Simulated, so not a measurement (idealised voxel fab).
process module | voxel self aligned contacts
cross-section cut | 280 nm wide | cells 5 nm
A cross-section is a grid of square cells, given in bands from the top down. A band is one or more rows of cells.
Each band's line starts with the height of the band's top and of its bottom, in nm. Then come its materials from left to right, each with its width in nm. One material with "throughout" fills the band from edge to edge. "air" is empty space.
Height 0 is the level under which the wafer as received is all one material. The lowest band goes on downwards, as in "0 down".
A width such as "30 to 40" changes by the same amount from each row of cells to the next, from the band's top row to its bottom row.
"no change" after a step means that no cell of the cross-section changed.
closed voids: empty space of 8 cells or more with no open way to the top, each as width x height at its distance from the left edge, in nm
after a step's settings: what the simulator itself notes on the step
overlay nm, on a step with a mask: how far to the right of its planned place the mask lay; to the left if negative
plan
1 op RECEIVE | material Si
2 op CONFORMAL_DEP | material SiO2 | thk nm 5
3 op DIRECTIONAL_DEP | material polySi | thk nm 20
4 op DIRECTIONAL_DEP | material SiN | thk nm 15
5 op PATTERN | tone cover | mask id GATE | material resist | width nm 25 | pitch nm 50 | thk nm 20 | overlay nm 0
6 op DIRECTIONAL_ETCH | etch materials SiN | depth nm 15
7 op DIRECTIONAL_ETCH | etch materials polySi | depth nm 20
8 op STRIP | etch materials resist
9 op CONFORMAL_DEP | material SiN | thk nm 5
10 op DIRECTIONAL_ETCH | etch materials SiN | depth nm 5
11 op FILL_DEP | material SiO2 | thk nm 15
12 op CMP | height nm 45
13 op MASKED_ETCH | tone open | mask id CONTACT | width nm 35 | etch materials SiO2 | depth nm 45 | overlay nm -15
14 op CONFORMAL_DEP | material TiN | thk nm 5
15 op FILL_DEP | material W | thk nm 10
16 op CMP | height nm 45
17 op CONFORMAL_DEP | material SiCN | thk nm 5
varied across the wafers: overlay nm of step 13. The plan shows the first wafer's value. All wafers start alike
first wafer as received, after step 1
  0 down: Si throughout
  closed voids: none
first wafer at the end, after step 17
  50 to 45: SiCN throughout
  45 to 40: SiO2 105 | TiN 35 | SiO2 140
  40 to 25: SiO2 95 | SiN 35 | TiN 10 | SiO2 5 | SiN 35 | SiO2 100
  25 to 5: SiO2 95 | SiN 5 | polySi 25 | SiN 5 | TiN 10 | SiO2 5 | SiN 5 | polySi 25 | SiN 5 | SiO2 100
  5 to 0: SiO2 130 | TiN 10 | SiO2 140
  0 down: Si throughout
  closed voids: none
last wafer at the end
  50 to 45: SiCN throughout
  45 to 40: SiO2 135 | TiN 35 | SiO2 110
  40 to 25: SiO2 95 | SiN 35 | SiO2 5 | TiN 10 | SiN 35 | SiO2 100
  25 to 5: SiO2 95 | SiN 5 | polySi 25 | SiN 5 | SiO2 5 | TiN 10 | SiN 5 | polySi 25 | SiN 5 | SiO2 100
  5 to 0: SiO2 135 | TiN 10 | SiO2 135
  0 down: Si throughout
  closed voids: none
each wafer at the end: cells of each material gained (+) or lost (-) since it was received, then its closed voids
overlay nm -15 | +56 SiCN | +58 SiN | +383 SiO2 | +23 TiN | +40 polySi | closed voids: none
overlay nm -10 | +56 SiCN | +58 SiN | +375 SiO2 | +23 TiN | +8 W | +40 polySi | closed voids: none
overlay nm -5 | +56 SiCN | +58 SiN | +375 SiO2 | +23 TiN | +8 W | +40 polySi | closed voids: none
overlay nm 0 | +56 SiCN | +58 SiN | +375 SiO2 | +23 TiN | +8 W | +40 polySi | closed voids: none
overlay nm 5 | +56 SiCN | +58 SiN | +375 SiO2 | +23 TiN | +8 W | +40 polySi | closed voids: none
overlay nm 10 | +56 SiCN | +58 SiN | +375 SiO2 | +23 TiN | +8 W | +40 polySi | closed voids: none
overlay nm 15 | +56 SiCN | +58 SiN | +383 SiO2 | +23 TiN | +40 polySi | closed voids: none
